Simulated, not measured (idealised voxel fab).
The following process module bears the name voxel wiring stack.
In the cross-section labelled cut, the width is 215 nm and each square cell is 5 nm.
Notation: cross-section as square-cell grid; stated in bands, top first, going down; one or more cell rows per band.
First you get the band's top height and its bottom height, in nm, and then the materials it's made of, left to right, with each width in nm. If you see a single material with "throughout", that one covers the band edge to edge. "blank" is empty space.
All heights in this document are referenced to 0, defined as the level beneath which the wafer, as received, consists entirely of one material. The lowest band is not bounded below; it extends indefinitely downward and is written in the form "top 0, no bottom".
Think of "30 to 40" as a width that walks from the first number to the second as you go down the band, top row to bottom row, taking equal-sized steps from row to row.
"remained the same" means the step left every cell of the cross-section as it was.
Empty spaces without an open route to the top, at least 8 cells in extent, make up the entry "Enclosed void list"; each is given as width x height at distance, where the distance is measured from the left edge, and all are in nm.
after a step's settings: what the simulator itself notes on the step
Regarding "overlay nm": on a step with a mask, it is the distance the mask lay to the right of its planned place; a negative value places it to the left.
These are the steps we planned for the process
1 RECEIVE [material Si]
2 CONFORMAL_DEP [material SiO2] [thk nm 10]
3 CONFORMAL_DEP [material SiN] [thk nm 5]
4 DIRECTIONAL_DEP [material SiO2] [thk nm 20]
5 PATTERN [tone open] [mask id METAL_1] [material resist] [width nm 30] [pitch nm 50] [thk nm 15] [overlay nm 0]
6 DIRECTIONAL_ETCH [etch materials SiO2] [depth nm 20]
7 DIRECTIONAL_ETCH [etch materials SiN] [depth nm 5]
8 STRIP [etch materials resist]
9 CONFORMAL_DEP [material TiN] [thk nm 5]
10 FILL_DEP [material W] [thk nm 5]
11 CMP [height nm 35]
12 CONFORMAL_DEP [material SiCN] [thk nm 5]
13 DIRECTIONAL_DEP [material SiO2] [thk nm 10]
14 DIRECTIONAL_DEP [material aC] [thk nm 15]
15 PATTERN [tone open] [mask id PLUG_1] [material resist] [width nm 15] [pitch nm 100] [thk nm 35] [overlay nm 0]
16 DIRECTIONAL_ETCH [etch materials aC] [depth nm 15]
17 STRIP [etch materials resist]
18 DIRECTIONAL_ETCH [etch materials SiO2] [depth nm 10]
19 DIRECTIONAL_ETCH [etch materials SiCN] [depth nm 5]
20 STRIP [etch materials aC]
21 EPI [material Ru] [thk nm 10]
22 EPI [material Ru] [thk nm 5]
23 DIRECTIONAL_DEP [material TiN] [thk nm 5]
24 DIRECTIONAL_DEP [material Ru] [thk nm 25]
25 PATTERN [tone cover] [mask id METAL_2] [material resist] [width nm 30] [pitch nm 50] [thk nm 15] [overlay nm 0]
26 DIRECTIONAL_ETCH [etch materials Ru] [depth nm 25]
27 DIRECTIONAL_ETCH [etch materials TiN] [depth nm 5]
28 STRIP [etch materials resist]
29 CONFORMAL_DEP [material SiN] [thk nm 5]
30 FILL_DEP [material SiO2] [thk nm 5]
31 CMP [height nm 80]
32 CONFORMAL_DEP [material SiCN] [thk nm 5]
33 DIRECTIONAL_DEP [material lowk] [thk nm 25]
34 DIRECTIONAL_DEP [material aC] [thk nm 10]
35 PATTERN [tone open] [mask id METAL_3_HOLES] [material resist] [width nm 15] [pitch nm 50] [thk nm 30] [overlay nm 0]
36 DIRECTIONAL_ETCH [etch materials aC] [depth nm 10]
37 STRIP [etch materials resist]
38 DIRECTIONAL_ETCH [etch materials lowk] [depth nm 25]
39 STRIP [etch materials aC]
40 DIRECTIONAL_DEP [material aC] [thk nm 15]
41 PATTERN [tone open] [mask id METAL_3] [material resist] [width nm 30] [pitch nm 50] [thk nm 35] [overlay nm 0]
42 DIRECTIONAL_ETCH [etch materials aC] [depth nm 15]
43 STRIP [etch materials resist]
44 DIRECTIONAL_ETCH [etch materials lowk] [depth nm 15]
45 DIRECTIONAL_ETCH [etch materials SiCN] [depth nm 5]
46 STRIP [etch materials aC]
47 CONFORMAL_DEP [material TiN] [thk nm 5]
48 FILL_DEP [material Cu] [thk nm 10]
49 CMP [height nm 110]
50 CONFORMAL_DEP [material SiCN] [thk nm 5]
51 DIRECTIONAL_DEP [material lowk] [thk nm 15]
52 PATTERN [tone open] [mask id PLUG_3] [material resist] [width nm 15] [pitch nm 50] [thk nm 20] [overlay nm 0]
53 DIRECTIONAL_ETCH [etch materials lowk] [depth nm 15]
54 DIRECTIONAL_ETCH [etch materials SiCN] [depth nm 5]
55 STRIP [etch materials resist]
56 CONFORMAL_DEP [material TiN] [thk nm 5]
57 FILL_DEP [material Ru] [thk nm 5]
58 CMP [height nm 130]
59 CONFORMAL_DEP [material SiCN] [thk nm 5]
60 DIRECTIONAL_DEP [material SiO2] [thk nm 25]
61 MASKED_ETCH [tone open] [mask id METAL_4] [width nm 30] [pitch nm 50] [etch materials SiO2] [depth nm 25] [overlay nm 0]
62 MASKED_ETCH [tone open] [mask id METAL_4] [width nm 30] [pitch nm 50] [etch materials SiCN] [depth nm 5] [overlay nm 0]
63 CONFORMAL_DEP [material TiN] [thk nm 5]
64 FILL_DEP [material Cu] [thk nm 10]
65 CMP [height nm 160]
66 EPI [material Ru] [thk nm 5]
67 FILL_DEP [material SiCN] [thk nm 5]
First of two wafers - as planned
Step 1 complete: cross-section of the wafer as received
    top 0, no bottom = Si throughout
    Enclosed void list: none
The wafer, seen in cross-section, after step 2
    top 10, bottom 0 = SiO2 throughout
    Heights below 0 show no change.
The wafer, seen in cross-section, after step 3
    top 15, bottom 10 = SiN throughout
    Heights below 10 show no change.
The wafer, seen in cross-section, after step 4
    top 35, bottom 15 = SiO2 throughout
    Heights below 15 show no change.
The wafer, seen in cross-section, after step 5
    top 50, bottom 35 = resist: 40; blank: 30; resist: 20; blank: 30; resist: 20; blank: 30; resist: 45
    Heights below 35 show no change.
The wafer, seen in cross-section, after step 6
    top 50, bottom 35 = resist: 40; blank: 30; resist: 20; blank: 30; resist: 20; blank: 30; resist: 45
    top 35, bottom 15 = SiO2: 40; blank: 30; SiO2: 20; blank: 30; SiO2: 20; blank: 30; SiO2: 45
    Heights below 15 show no change.
The wafer, seen in cross-section, after step 7
    top 50, bottom 35 = resist: 40; blank: 30; resist: 20; blank: 30; resist: 20; blank: 30; resist: 45
    top 35, bottom 15 = SiO2: 40; blank: 30; SiO2: 20; blank: 30; SiO2: 20; blank: 30; SiO2: 45
    top 15, bottom 10 = SiN: 40; blank: 30; SiN: 20; blank: 30; SiN: 20; blank: 30; SiN: 45
    Heights below 10 show no change.
The wafer, seen in cross-section, after step 8
    top 35, bottom 15 = SiO2: 40; blank: 30; SiO2: 20; blank: 30; SiO2: 20; blank: 30; SiO2: 45
    Heights below 15 show no change.
The wafer, seen in cross-section, after step 9
    top 40, bottom 35 = TiN: 45; blank: 20; TiN: 30; blank: 20; TiN: 30; blank: 20; TiN: 50
    top 35, bottom 15 = SiO2: 40; TiN: 5; blank: 20; TiN: 5; SiO2: 20; TiN: 5; blank: 20; TiN: 5; SiO2: 20; TiN: 5; blank: 20; TiN: 5; SiO2: 45
    top 15, bottom 10 = SiN: 40; TiN: 30; SiN: 20; TiN: 30; SiN: 20; TiN: 30; SiN: 45
    Heights below 10 show no change.
The wafer, seen in cross-section, after step 10
    top 45, bottom 40 = W throughout
    top 40, bottom 35 = TiN: 45; W: 20; TiN: 30; W: 20; TiN: 30; W: 20; TiN: 50
    top 35, bottom 15 = SiO2: 40; TiN: 5; W: 20; TiN: 5; SiO2: 20; TiN: 5; W: 20; TiN: 5; SiO2: 20; TiN: 5; W: 20; TiN: 5; SiO2: 45
    Heights below 15 show no change.
The wafer, seen in cross-section, after step 11
    top 35, bottom 15 = SiO2: 40; TiN: 5; W: 20; TiN: 5; SiO2: 20; TiN: 5; W: 20; TiN: 5; SiO2: 20; TiN: 5; W: 20; TiN: 5; SiO2: 45
    Heights below 15 show no change.
The wafer, seen in cross-section, after step 12
    top 40, bottom 35 = SiCN throughout
    Heights below 35 show no change.
The wafer, seen in cross-section, after step 13
    top 50, bottom 40 = SiO2 throughout
    Heights below 40 show no change.
The wafer, seen in cross-section, after step 14
    top 65, bottom 50 = aC throughout
    Heights below 50 show no change.
The wafer, seen in cross-section, after step 15
    top 100, bottom 65 = resist: 40; blank: 15; resist: 85; blank: 15; resist: 60
    Heights below 65 show no change.
The wafer, seen in cross-section, after step 16
    top 85, bottom 65 = resist: 40; blank: 15; resist: 85; blank: 15; resist: 60
    top 65, bottom 50 = aC: 40; blank: 15; aC: 85; blank: 15; aC: 60
    Heights below 50 show no change.
The wafer, seen in cross-section, after step 17
    top 65, bottom 50 = aC: 40; blank: 15; aC: 85; blank: 15; aC: 60
    Heights below 50 show no change.
The wafer, seen in cross-section, after step 18
    top 65, bottom 50 = aC: 40; blank: 15; aC: 85; blank: 15; aC: 60
    top 50, bottom 40 = SiO2: 40; blank: 15; SiO2: 85; blank: 15; SiO2: 60
    Heights below 40 show no change.
The wafer, seen in cross-section, after step 19
    top 65, bottom 50 = aC: 40; blank: 15; aC: 85; blank: 15; aC: 60
    top 50, bottom 40 = SiO2: 40; blank: 15; SiO2: 85; blank: 15; SiO2: 60
    top 40, bottom 35 = SiCN: 40; blank: 15; SiCN: 85; blank: 15; SiCN: 60
    Heights below 35 show no change.
The wafer, seen in cross-section, after step 20
    top 50, bottom 40 = SiO2: 40; blank: 15; SiO2: 85; blank: 15; SiO2: 60
    Heights below 40 show no change.
The wafer, seen in cross-section, after step 21
    top 50, bottom 45 = SiO2: 40; blank: 15; SiO2: 85; blank: 15; SiO2: 60
    top 45, bottom 40 = SiO2: 40; Ru: 15; SiO2: 85; Ru: 15; SiO2: 60
    top 40, bottom 35 = SiCN: 40; Ru: 15; SiCN: 85; Ru: 15; SiCN: 60
    Heights below 35 show no change.
The wafer, seen in cross-section, after step 22
    top 50, bottom 40 = SiO2: 40; Ru: 15; SiO2: 85; Ru: 15; SiO2: 60
    Heights below 40 show no change.
The wafer, seen in cross-section, after step 23
    top 55, bottom 50 = TiN throughout
    Heights below 50 show no change.
The wafer, seen in cross-section, after step 24
    top 80, bottom 55 = Ru throughout
    Heights below 55 show no change.
The wafer, seen in cross-section, after step 25
    top 95, bottom 80 = blank: 40; resist: 30; blank: 20; resist: 30; blank: 20; resist: 30; blank: 45
    Heights below 80 show no change.
The wafer, seen in cross-section, after step 26
    top 95, bottom 80 = blank: 40; resist: 30; blank: 20; resist: 30; blank: 20; resist: 30; blank: 45
    top 80, bottom 55 = blank: 40; Ru: 30; blank: 20; Ru: 30; blank: 20; Ru: 30; blank: 45
    Heights below 55 show no change.
The wafer, seen in cross-section, after step 27
    top 95, bottom 80 = blank: 40; resist: 30; blank: 20; resist: 30; blank: 20; resist: 30; blank: 45
    top 80, bottom 55 = blank: 40; Ru: 30; blank: 20; Ru: 30; blank: 20; Ru: 30; blank: 45
    top 55, bottom 50 = blank: 40; TiN: 30; blank: 20; TiN: 30; blank: 20; TiN: 30; blank: 45
    Heights below 50 show no change.
The wafer, seen in cross-section, after step 28
    top 80, bottom 55 = blank: 40; Ru: 30; blank: 20; Ru: 30; blank: 20; Ru: 30; blank: 45
    Heights below 55 show no change.
The wafer, seen in cross-section, after step 29
    top 85, bottom 80 = blank: 35; SiN: 40; blank: 10; SiN: 40; blank: 10; SiN: 40; blank: 40
    top 80, bottom 55 = blank: 35; SiN: 5; Ru: 30; SiN: 5; blank: 10; SiN: 5; Ru: 30; SiN: 5; blank: 10; SiN: 5; Ru: 30; SiN: 5; blank: 40
    top 55, bottom 50 = SiN: 40; TiN: 30; SiN: 20; TiN: 30; SiN: 20; TiN: 30; SiN: 45
    Heights below 50 show no change.
The wafer, seen in cross-section, after step 30
    top 90, bottom 85 = SiO2 throughout
    top 85, bottom 80 = SiO2: 35; SiN: 40; SiO2: 10; SiN: 40; SiO2: 10; SiN: 40; SiO2: 40
    top 80, bottom 55 = SiO2: 35; SiN: 5; Ru: 30; SiN: 5; SiO2: 10; SiN: 5; Ru: 30; SiN: 5; SiO2: 10; SiN: 5; Ru: 30; SiN: 5; SiO2: 40
    Heights below 55 show no change.
The wafer, seen in cross-section, after step 31
    top 80, bottom 55 = SiO2: 35; SiN: 5; Ru: 30; SiN: 5; SiO2: 10; SiN: 5; Ru: 30; SiN: 5; SiO2: 10; SiN: 5; Ru: 30; SiN: 5; SiO2: 40
    Heights below 55 show no change.
The wafer, seen in cross-section, after step 32
    top 85, bottom 80 = SiCN throughout
    Heights below 80 show no change.
The wafer, seen in cross-section, after step 33
    top 110, bottom 85 = lowk throughout
    Heights below 85 show no change.
The wafer, seen in cross-section, after step 34
    top 120, bottom 110 = aC throughout
    Heights below 110 show no change.
The wafer, seen in cross-section, after step 35
    top 150, bottom 120 = resist: 40; blank: 15; resist: 35; blank: 15; resist: 35; blank: 15; resist: 60
    Heights below 120 show no change.
The wafer, seen in cross-section, after step 36
    top 140, bottom 120 = resist: 40; blank: 15; resist: 35; blank: 15; resist: 35; blank: 15; resist: 60
    top 120, bottom 110 = aC: 40; blank: 15; aC: 35; blank: 15; aC: 35; blank: 15; aC: 60
    Heights below 110 show no change.
The wafer, seen in cross-section, after step 37
    top 120, bottom 110 = aC: 40; blank: 15; aC: 35; blank: 15; aC: 35; blank: 15; aC: 60
    Heights below 110 show no change.
The wafer, seen in cross-section, after step 38
    top 120, bottom 110 = aC: 40; blank: 15; aC: 35; blank: 15; aC: 35; blank: 15; aC: 60
    top 110, bottom 85 = lowk: 40; blank: 15; lowk: 35; blank: 15; lowk: 35; blank: 15; lowk: 60
    Heights below 85 show no change.
The wafer, seen in cross-section, after step 39
    top 110, bottom 85 = lowk: 40; blank: 15; lowk: 35; blank: 15; lowk: 35; blank: 15; lowk: 60
    Heights below 85 show no change.
The wafer, seen in cross-section, after step 40
    top 125, bottom 110 = aC: 40; blank: 15; aC: 35; blank: 15; aC: 35; blank: 15; aC: 60
    top 110, bottom 100 = lowk: 40; blank: 15; lowk: 35; blank: 15; lowk: 35; blank: 15; lowk: 60
    top 100, bottom 85 = lowk: 40; aC: 15; lowk: 35; aC: 15; lowk: 35; aC: 15; lowk: 60
    Heights below 85 show no change.
The wafer, seen in cross-section, after step 41
    top 160, bottom 125 = resist: 40; blank: 30; resist: 20; blank: 30; resist: 20; blank: 30; resist: 45
    Heights below 125 show no change.
The wafer, seen in cross-section, after step 42
    top 145, bottom 125 = resist: 40; blank: 30; resist: 20; blank: 30; resist: 20; blank: 30; resist: 45
    top 125, bottom 110 = aC: 40; blank: 30; aC: 20; blank: 30; aC: 20; blank: 30; aC: 45
    top 110, bottom 85 = lowk: 40; blank: 15; lowk: 35; blank: 15; lowk: 35; blank: 15; lowk: 60
    Heights below 85 show no change.
The wafer, seen in cross-section, after step 43
    top 125, bottom 110 = aC: 40; blank: 30; aC: 20; blank: 30; aC: 20; blank: 30; aC: 45
    Heights below 110 show no change.
The wafer, seen in cross-section, after step 44
    top 125, bottom 110 = aC: 40; blank: 30; aC: 20; blank: 30; aC: 20; blank: 30; aC: 45
    top 110, bottom 95 = lowk: 40; blank: 30; lowk: 20; blank: 30; lowk: 20; blank: 30; lowk: 45
    Heights below 95 show no change.
The wafer, seen in cross-section, after step 45
    top 125, bottom 110 = aC: 40; blank: 30; aC: 20; blank: 30; aC: 20; blank: 30; aC: 45
    top 110, bottom 95 = lowk: 40; blank: 30; lowk: 20; blank: 30; lowk: 20; blank: 30; lowk: 45
    top 95, bottom 85 = lowk: 40; blank: 15; lowk: 35; blank: 15; lowk: 35; blank: 15; lowk: 60
    top 85, bottom 80 = SiCN: 40; blank: 15; SiCN: 35; blank: 15; SiCN: 35; blank: 15; SiCN: 60
    Heights below 80 show no change.
The wafer, seen in cross-section, after step 46
    top 110, bottom 95 = lowk: 40; blank: 30; lowk: 20; blank: 30; lowk: 20; blank: 30; lowk: 45
    Heights below 95 show no change.
The wafer, seen in cross-section, after step 47
    top 115, bottom 110 = TiN: 45; blank: 20; TiN: 30; blank: 20; TiN: 30; blank: 20; TiN: 50
    top 110, bottom 100 = lowk: 40; TiN: 5; blank: 20; TiN: 5; lowk: 20; TiN: 5; blank: 20; TiN: 5; lowk: 20; TiN: 5; blank: 20; TiN: 5; lowk: 45
    top 100, bottom 95 = lowk: 40; TiN: 5; blank: 5; TiN: 20; lowk: 20; TiN: 5; blank: 5; TiN: 20; lowk: 20; TiN: 5; blank: 5; TiN: 20; lowk: 45
    top 95, bottom 85 = lowk: 40; TiN: 5; blank: 5; TiN: 5; lowk: 35; TiN: 5; blank: 5; TiN: 5; lowk: 35; TiN: 5; blank: 5; TiN: 5; lowk: 60
    top 85, bottom 80 = SiCN: 40; TiN: 15; SiCN: 35; TiN: 15; SiCN: 35; TiN: 15; SiCN: 60
    Heights below 80 show no change.
The wafer, seen in cross-section, after step 48
    top 125, bottom 115 = Cu throughout
    top 115, bottom 110 = TiN: 45; Cu: 20; TiN: 30; Cu: 20; TiN: 30; Cu: 20; TiN: 50
    top 110, bottom 100 = lowk: 40; TiN: 5; Cu: 20; TiN: 5; lowk: 20; TiN: 5; Cu: 20; TiN: 5; lowk: 20; TiN: 5; Cu: 20; TiN: 5; lowk: 45
    top 100, bottom 95 = lowk: 40; TiN: 5; Cu: 5; TiN: 20; lowk: 20; TiN: 5; Cu: 5; TiN: 20; lowk: 20; TiN: 5; Cu: 5; TiN: 20; lowk: 45
    top 95, bottom 85 = lowk: 40; TiN: 5; Cu: 5; TiN: 5; lowk: 35; TiN: 5; Cu: 5; TiN: 5; lowk: 35; TiN: 5; Cu: 5; TiN: 5; lowk: 60
    Heights below 85 show no change.
The wafer, seen in cross-section, after step 49
    top 110, bottom 100 = lowk: 40; TiN: 5; Cu: 20; TiN: 5; lowk: 20; TiN: 5; Cu: 20; TiN: 5; lowk: 20; TiN: 5; Cu: 20; TiN: 5; lowk: 45
    Heights below 100 show no change.
The wafer, seen in cross-section, after step 50
    top 115, bottom 110 = SiCN throughout
    Heights below 110 show no change.
The wafer, seen in cross-section, after step 51
    top 130, bottom 115 = lowk throughout
    Heights below 115 show no change.
The wafer, seen in cross-section, after step 52
    top 150, bottom 130 = resist: 40; blank: 15; resist: 35; blank: 15; resist: 35; blank: 15; resist: 60
    Heights below 130 show no change.
The wafer, seen in cross-section, after step 53
    top 150, bottom 130 = resist: 40; blank: 15; resist: 35; blank: 15; resist: 35; blank: 15; resist: 60
    top 130, bottom 115 = lowk: 40; blank: 15; lowk: 35; blank: 15; lowk: 35; blank: 15; lowk: 60
    Heights below 115 show no change.
The wafer, seen in cross-section, after step 54
    top 150, bottom 130 = resist: 40; blank: 15; resist: 35; blank: 15; resist: 35; blank: 15; resist: 60
    top 130, bottom 115 = lowk: 40; blank: 15; lowk: 35; blank: 15; lowk: 35; blank: 15; lowk: 60
    top 115, bottom 110 = SiCN: 40; blank: 15; SiCN: 35; blank: 15; SiCN: 35; blank: 15; SiCN: 60
    Heights below 110 show no change.
The wafer, seen in cross-section, after step 55
    top 130, bottom 115 = lowk: 40; blank: 15; lowk: 35; blank: 15; lowk: 35; blank: 15; lowk: 60
    Heights below 115 show no change.
The wafer, seen in cross-section, after step 56
    top 135, bottom 130 = TiN: 45; blank: 5; TiN: 45; blank: 5; TiN: 45; blank: 5; TiN: 65
    top 130, bottom 115 = lowk: 40; TiN: 5; blank: 5; TiN: 5; lowk: 35; TiN: 5; blank: 5; TiN: 5; lowk: 35; TiN: 5; blank: 5; TiN: 5; lowk: 60
    top 115, bottom 110 = SiCN: 40; TiN: 15; SiCN: 35; TiN: 15; SiCN: 35; TiN: 15; SiCN: 60
    Heights below 110 show no change.
The wafer, seen in cross-section, after step 57
    top 140, bottom 135 = Ru throughout
    top 135, bottom 130 = TiN: 45; Ru: 5; TiN: 45; Ru: 5; TiN: 45; Ru: 5; TiN: 65
    top 130, bottom 115 = lowk: 40; TiN: 5; Ru: 5; TiN: 5; lowk: 35; TiN: 5; Ru: 5; TiN: 5; lowk: 35; TiN: 5; Ru: 5; TiN: 5; lowk: 60
    Heights below 115 show no change.
The wafer, seen in cross-section, after step 58
    top 130, bottom 115 = lowk: 40; TiN: 5; Ru: 5; TiN: 5; lowk: 35; TiN: 5; Ru: 5; TiN: 5; lowk: 35; TiN: 5; Ru: 5; TiN: 5; lowk: 60
    Heights below 115 show no change.
The wafer, seen in cross-section, after step 59
    top 135, bottom 130 = SiCN throughout
    Heights below 130 show no change.
The wafer, seen in cross-section, after step 60
    top 160, bottom 135 = SiO2 throughout
    Heights below 135 show no change.
The wafer, seen in cross-section, after step 61
    top 160, bottom 135 = SiO2: 40; blank: 30; SiO2: 20; blank: 30; SiO2: 20; blank: 30; SiO2: 45
    Heights below 135 show no change.
The wafer, seen in cross-section, after step 62
    top 160, bottom 135 = SiO2: 40; blank: 30; SiO2: 20; blank: 30; SiO2: 20; blank: 30; SiO2: 45
    top 135, bottom 130 = SiCN: 40; blank: 30; SiCN: 20; blank: 30; SiCN: 20; blank: 30; SiCN: 45
    Heights below 130 show no change.
The wafer, seen in cross-section, after step 63
    top 165, bottom 160 = TiN: 45; blank: 20; TiN: 30; blank: 20; TiN: 30; blank: 20; TiN: 50
    top 160, bottom 135 = SiO2: 40; TiN: 5; blank: 20; TiN: 5; SiO2: 20; TiN: 5; blank: 20; TiN: 5; SiO2: 20; TiN: 5; blank: 20; TiN: 5; SiO2: 45
    top 135, bottom 130 = SiCN: 40; TiN: 30; SiCN: 20; TiN: 30; SiCN: 20; TiN: 30; SiCN: 45
    Heights below 130 show no change.
The wafer, seen in cross-section, after step 64
    top 175, bottom 165 = Cu throughout
    top 165, bottom 160 = TiN: 45; Cu: 20; TiN: 30; Cu: 20; TiN: 30; Cu: 20; TiN: 50
    top 160, bottom 135 = SiO2: 40; TiN: 5; Cu: 20; TiN: 5; SiO2: 20; TiN: 5; Cu: 20; TiN: 5; SiO2: 20; TiN: 5; Cu: 20; TiN: 5; SiO2: 45
    Heights below 135 show no change.
The wafer, seen in cross-section, after step 65
    top 160, bottom 135 = SiO2: 40; TiN: 5; Cu: 20; TiN: 5; SiO2: 20; TiN: 5; Cu: 20; TiN: 5; SiO2: 20; TiN: 5; Cu: 20; TiN: 5; SiO2: 45
    Heights below 135 show no change.
The wafer, seen in cross-section, after step 66
    top 165, bottom 160 = blank: 35; Ru: 40; blank: 10; Ru: 40; blank: 10; Ru: 40; blank: 40
    Heights below 160 show no change.
The wafer, seen in cross-section, after step 67
    top 170, bottom 165 = SiCN throughout
    top 165, bottom 160 = SiCN: 35; Ru: 40; SiCN: 10; Ru: 40; SiCN: 10; Ru: 40; SiCN: 40
    Heights below 160 show no change.
Now the other wafer: same start, same recipe, but we messed up one thing when running it. Up to and including step 61 it's the same as the first one
Cross-section of the second wafer at the time by which step 62 should have been completed according to the plan
    top 160, bottom 135 = SiO2: 40; blank: 30; SiO2: 20; blank: 30; SiO2: 20; blank: 30; SiO2: 45
    top 135, bottom 130 = SiCN: 40; blank: 20; SiCN: 30; blank: 20; SiCN: 30; blank: 20; SiCN: 55
    Heights below 130 show no change.
Cross-section of the second wafer at the time by which step 63 should have been completed according to the plan
    top 165, bottom 160 = TiN: 45; blank: 20; TiN: 30; blank: 20; TiN: 30; blank: 20; TiN: 50
    top 160, bottom 140 = SiO2: 40; TiN: 5; blank: 20; TiN: 5; SiO2: 20; TiN: 5; blank: 20; TiN: 5; SiO2: 20; TiN: 5; blank: 20; TiN: 5; SiO2: 45
    top 140, bottom 135 = SiO2: 40; TiN: 5; blank: 10; TiN: 15; SiO2: 20; TiN: 5; blank: 10; TiN: 15; SiO2: 20; TiN: 5; blank: 10; TiN: 15; SiO2: 45
    top 135, bottom 130 = SiCN: 40; TiN: 20; SiCN: 30; TiN: 20; SiCN: 30; TiN: 20; SiCN: 55
    Heights below 130 show no change.
Cross-section of the second wafer at the time by which step 64 should have been completed according to the plan
    top 175, bottom 165 = Cu throughout
    top 165, bottom 160 = TiN: 45; Cu: 20; TiN: 30; Cu: 20; TiN: 30; Cu: 20; TiN: 50
    top 160, bottom 140 = SiO2: 40; TiN: 5; Cu: 20; TiN: 5; SiO2: 20; TiN: 5; Cu: 20; TiN: 5; SiO2: 20; TiN: 5; Cu: 20; TiN: 5; SiO2: 45
    top 140, bottom 135 = SiO2: 40; TiN: 5; Cu: 10; TiN: 15; SiO2: 20; TiN: 5; Cu: 10; TiN: 15; SiO2: 20; TiN: 5; Cu: 10; TiN: 15; SiO2: 45
    Heights below 135 show no change.
Cross-section of the second wafer at the time by which step 65 should have been completed according to the plan
    top 160, bottom 140 = SiO2: 40; TiN: 5; Cu: 20; TiN: 5; SiO2: 20; TiN: 5; Cu: 20; TiN: 5; SiO2: 20; TiN: 5; Cu: 20; TiN: 5; SiO2: 45
    Heights below 140 show no change.
Cross-section of the second wafer at the time by which step 66 should have been completed according to the plan
    top 165, bottom 160 = blank: 35; Ru: 40; blank: 10; Ru: 40; blank: 10; Ru: 40; blank: 40
    Heights below 160 show no change.
Cross-section of the second wafer at the time by which step 67 should have been completed according to the plan
    top 170, bottom 165 = SiCN throughout
    top 165, bottom 160 = SiCN: 35; Ru: 40; SiCN: 10; Ru: 40; SiCN: 10; Ru: 40; SiCN: 40
    Heights below 160 show no change.
Here's what went sideways: rather than as planned, step 62 actually ran as MASKED_ETCH [tone open] [mask id METAL_4] [width nm 30] [pitch nm 50] [etch materials SiCN] [depth nm 5] [overlay nm -10]
Bottom line after processing is that, in cells, the second wafer is up or down on some materials versus the first: Cu -6 | SiCN +6
